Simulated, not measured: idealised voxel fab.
The process module that follows is named voxel transistor to metal.
Pictured: cross-section cut, 190 nm wide, on a grid of 5 nm square cells.
Format of a cross-section: grid, square cells. Given as bands. Order: top down. Band: one or more rows of cells. Look at the band entry: it leads with the top's height and the bottom's height in nm. Then it lists the materials left to right, with a width in nm for each. The word "full width" on a single material says that material fills the band edge to edge. The word "blank" is empty space. Convention: height 0 is the level below which the wafer, as received, is all one material. The lowest band does not terminate at the bottom but continues downward, represented as "from 0 down". Width spec "30..40" -> top row of cells at first value, bottom row at second value, equal per-row change in between. "stayed the same" means the step left every cell of the cross-section as it was. Closed-off voids of 8+ cells (no open route to the top) go in "Fully sealed voids", written width x height at distance from the left edge, in nm. Whatever follows a step's settings on its line is a remark the simulator itself makes about that step. "overlay nm" on a masked step: distance the mask lay right of its planned place, negative for left.

The following list gives the planned process steps
1. RECEIVE,material Si
2. OXIDIZE,depth nm 5
3. CONFORMAL_DEP,material SiN,thk nm 15
4. MASKED_ETCH,tone cover,mask id ACTIVE,width nm 95,etch materials SiN,depth nm 15,overlay nm 0
5. MASKED_ETCH,tone cover,mask id ACTIVE,width nm 95,etch materials SiO2,depth nm 5,overlay nm 0
6. MASKED_ETCH,tone cover,mask id ACTIVE,width nm 95,etch materials Si,depth nm 20,overlay nm 0
7. OXIDIZE,depth nm 5
8. FILL_DEP,material SiO2,thk nm 5
9. CMP,height nm 15
10. SELECTIVE_ETCH,etch materials SiO2,depth nm 15
11. STRIP,etch materials SiN
12. SELECTIVE_ETCH,etch materials SiO2,depth nm 5
13. OXIDIZE,depth nm 5
14. DIRECTIONAL_DEP,material polySi,thk nm 25
15. DIRECTIONAL_DEP,material SiCN,thk nm 15
16. PATTERN,tone cover,mask id GATE,material resist,width nm 15,thk nm 15,overlay nm 0
17. DIRECTIONAL_ETCH,etch materials SiCN,depth nm 25
18. DIRECTIONAL_ETCH,etch materials polySi,depth nm 35
19. STRIP,etch materials resist
20. CONFORMAL_DEP,material SiO2,thk nm 5
21. DIRECTIONAL_ETCH,etch materials SiO2,depth nm 5
22. CONFORMAL_DEP,material SiN,thk nm 5
23. DIRECTIONAL_ETCH,etch materials SiN,depth nm 5
24. DIRECTIONAL_ETCH,etch materials SiO2,depth nm 5
25. DIRECTIONAL_ETCH,etch materials Si,depth nm 15
26. EPI,material SiGe,thk nm 15
27. FILL_DEP,material SiO2,thk nm 5
28. CMP,height nm 35
29. DIRECTIONAL_DEP,material SiO2,thk nm 10
30. DIRECTIONAL_DEP,material aC,thk nm 15
31. PATTERN,tone open,mask id CONTACT,material resist,width nm 25,pitch nm 50,thk nm 35,overlay nm -15
32. DIRECTIONAL_ETCH,etch materials aC,depth nm 15
33. STRIP,etch materials resist
34. DIRECTIONAL_ETCH,etch materials SiO2,depth nm 55
35. STRIP,etch materials aC
36. CONFORMAL_DEP,material TiN,thk nm 5
37. FILL_DEP,material Ru,thk nm 5
38. CMP,height nm 45
39. CONFORMAL_DEP,material SiN,thk nm 5
40. DIRECTIONAL_DEP,material lowk,thk nm 20
41. PATTERN,tone open,mask id METAL_1,material resist,width nm 15,pitch nm 60,thk nm 15,overlay nm 0
42. DIRECTIONAL_ETCH,etch materials lowk,depth nm 20
43. DIRECTIONAL_ETCH,etch materials SiN,depth nm 5
44. STRIP,etch materials resist
45. CONFORMAL_DEP,material TiN,thk nm 5
46. FILL_DEP,material Cu,thk nm 10
47. CMP,height nm 70
48. CONFORMAL_DEP,material SiN,thk nm 5
Variable across wafers: step 31 overlay nm (plan value is that of the first wafer; starting state common to all).

Incoming state of the first of several wafers in cross-section: after step 1
    from 0 down: Si full width
    Fully sealed voids: none

First of several wafers: cross-section at the end of the module, after step 48, its last step
    from 75 to 70: SiN full width
    from 70 to 50: lowk (55) / TiN (5) / Cu (5) / TiN (5) / lowk (45) / TiN (5) / Cu (5) / TiN (5) / lowk (60)
    from 50 to 45: SiN (55) / TiN (15) / SiN (45) / TiN (15) / SiN (60)
    from 45 to 40: SiO2 (40) / TiN (5) / Ru (15) / TiN (5) / SiO2 (25) / TiN (5) / Ru (15) / TiN (5) / SiO2 (75)
    from 40 to 35: SiO2 (40) / TiN (5) / Ru (15) / TiN (5) / SiO2 (25) / TiN (25) / SiO2 (75)
    from 35 to 20: SiO2 (40) / TiN (5) / Ru (15) / TiN (5) / SiO2 (10) / SiN (5) / SiO2 (5) / SiCN (15) / TiN (5) / SiN (5) / TiN (5) / SiO2 (75)
    from 20 to 10: SiO2 (40) / TiN (5) / Ru (15) / TiN (5) / SiO2 (10) / SiN (5) / SiO2 (5) / polySi (15) / TiN (5) / SiN (5) / TiN (5) / SiO2 (75)
    from 10 to 5: SiO2 (40) / TiN (5) / Ru (10) / TiN (10) / SiO2 (10) / SiN (5) / SiO2 (5) / polySi (15) / TiN (5) / SiN (5) / TiN (5) / SiO2 (75)
    from 5 to -5: SiO2 (40) / TiN (5) / Ru (10) / TiN (5) / SiGe (15) / SiN (5) / SiO2 (5) / polySi (15) / TiN (5) / SiN (5) / SiGe (15) / SiO2 (65)
    from -5 to -10: SiO2 (40) / TiN (20) / SiGe (15) / SiO2 (25) / TiN (5) / SiO2 (5) / SiGe (15) / SiO2 (65)
    from -10 to -25: SiO2 (50) / SiGe (25) / Si (35) / SiGe (25) / SiO2 (55)
    from -25 to -30: SiO2 (50) / Si (85) / SiO2 (55)
    from -30 down: Si full width
    Fully sealed voids: none

Wafer cross-section (last wafer, module end)
    from 75 to 70: SiN full width
    from 70 to 50: lowk (55) / TiN (5) / Cu (5) / TiN (5) / lowk (45) / TiN (5) / Cu (5) / TiN (5) / lowk (60)
    from 50 to 45: SiN (55) / TiN (15) / SiN (45) / TiN (15) / SiN (60)
    from 45 to 40: SiO2 (70) / TiN (5) / Ru (15) / TiN (5) / SiO2 (25) / TiN (5) / Ru (15) / TiN (5) / SiO2 (45)
    from 40 to 35: SiO2 (70) / TiN (25) / SiO2 (25) / TiN (5) / Ru (15) / TiN (5) / SiO2 (45)
    from 35 to 20: SiO2 (70) / TiN (5) / SiN (5) / TiN (5) / SiCN (15) / SiO2 (5) / SiN (5) / SiO2 (10) / TiN (5) / Ru (15) / TiN (5) / SiO2 (45)
    from 20 to 10: SiO2 (70) / TiN (5) / SiN (5) / TiN (5) / polySi (15) / SiO2 (5) / SiN (5) / SiO2 (10) / TiN (5) / Ru (15) / TiN (5) / SiO2 (45)
    from 10 to 5: SiO2 (70) / TiN (5) / SiN (5) / TiN (5) / polySi (15) / SiO2 (5) / SiN (5) / SiO2 (10) / TiN (10) / Ru (10) / TiN (5) / SiO2 (45)
    from 5 to -5: SiO2 (60) / SiGe (15) / SiN (5) / TiN (5) / polySi (15) / SiO2 (5) / SiN (5) / SiGe (15) / TiN (5) / Ru (10) / TiN (5) / SiO2 (45)
    from -5 to -10: SiO2 (60) / SiGe (15) / SiO2 (5) / TiN (5) / SiO2 (25) / SiGe (15) / TiN (20) / SiO2 (45)
    from -10 to -25: SiO2 (50) / SiGe (25) / Si (35) / SiGe (25) / SiO2 (55)
    from -25 to -30: SiO2 (50) / Si (85) / SiO2 (55)
    from -30 down: Si full width
    Fully sealed voids: none

Wafer rows, end of module: cells per material gained (+) or lost (-) since receipt; closed voids last
overlay nm -15 | +8 Cu | +30 Ru | -190 Si | +9 SiCN | +48 SiGe | +86 SiN | +367 SiO2 | +69 TiN | +128 lowk | +15 polySi | Fully sealed voids: none
overlay nm -10 | +8 Cu | +27 Ru | -190 Si | +9 SiCN | +48 SiGe | +86 SiN | +364 SiO2 | +75 TiN | +128 lowk | +15 polySi | Fully sealed voids: none
overlay nm -5 | +8 Cu | +30 Ru | -190 Si | +9 SiCN | +48 SiGe | +86 SiN | +361 SiO2 | +75 TiN | +128 lowk | +15 polySi | Fully sealed voids: none
overlay nm 0 | +8 Cu | +30 Ru | -190 Si | +9 SiCN | +48 SiGe | +86 SiN | +370 SiO2 | +66 TiN | +128 lowk | +15 polySi | Fully sealed voids: none
overlay nm 5 | +8 Cu | +30 Ru | -190 Si | +9 SiCN | +48 SiGe | +86 SiN | +361 SiO2 | +75 TiN | +128 lowk | +15 polySi | Fully sealed voids: none
overlay nm 10 | +8 Cu | +27 Ru | -190 Si | +9 SiCN | +48 SiGe | +86 SiN | +364 SiO2 | +75 TiN | +128 lowk | +15 polySi | Fully sealed voids: none
overlay nm 15 | +8 Cu | +30 Ru | -190 Si | +9 SiCN | +48 SiGe | +86 SiN | +367 SiO2 | +69 TiN | +128 lowk | +15 polySi | Fully sealed voids: none
